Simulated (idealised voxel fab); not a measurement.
Title: Process Module voxel released beams
The cross-section shown here is cut; it is 280 nm wide and divided into square cells measuring 5 nm on a side.
How to read a cross-section here: the picture is a grid of square cells, written as bands going from the top down, and any band can span one or more rows of cells.
Heights first: top, then bottom, in nm. Then materials, left to right, each with a width in nm. "edge to edge" on a single material: fills the band edge to edge. "empty": empty space.
Height datum 0, below which the as-received substrate wafer is one material. Lowest band open at the bottom, running downward: "0 and below".
Width: "30->40" (first number = top row, second number = bottom row, same change from row to row of cells).
A step reported as "all unchanged" is a step in which no cell of the cross-section changed.
This entry, "Voids lacking openings", enumerates those empty regions of no fewer than 8 cells that possess no open connection to the top. Each region is reported in the form width x height at distance, the distance being taken from the left edge, with all three quantities expressed in nm.
Whatever follows a step's settings on its line is a remark the simulator itself makes about that step.
Steps that use a mask can have "overlay nm" on their line. It says how far the mask sat to the right of where it was meant to be. Negative means to the left.
[Planned step list for the process]
step 1: RECEIVE with material Si
step 2: CONFORMAL_DEP with material SiN, thk nm 10
step 3: DIRECTIONAL_DEP with material SiO2, thk nm 15
step 4: MASKED_ETCH with tone open, mask id ANCHOR, width nm 40, etch materials SiO2, depth nm 15, overlay nm 0
step 5: CONFORMAL_DEP with material W, thk nm 15
step 6: DIRECTIONAL_DEP with material aC, thk nm 10
step 7: PATTERN with tone cover, mask id BEAM, material resist, width nm 120, thk nm 25, overlay nm 0
step 8: DIRECTIONAL_ETCH with etch materials aC, depth nm 10
step 9: STRIP with etch materials resist
step 10: DIRECTIONAL_ETCH with etch materials W, depth nm 15
step 11: STRIP with etch materials aC
step 12: STRIP with etch materials SiO2
[Cross-sectional view of the wafer in its as-received condition, corresponding to the state after step 1]
    0 and below: Si edge to edge
    Voids lacking openings: none
[Post-module cross-section: identical start and plan to those above, one misstep in execution]
    50 down to 35: 75 nm empty  120 nm W  85 nm empty
    35 down to 25: W edge to edge
    25 down to 10: 80 nm SiO2  40 nm W  160 nm SiO2
    10 down to 0: SiN edge to edge
    0 and below: Si edge to edge
    Voids lacking openings: none
Misprocessing identified: step 5 was run on a setting that differed from the plan, and what really ran there is CONFORMAL_DEP with material W, thk nm 25
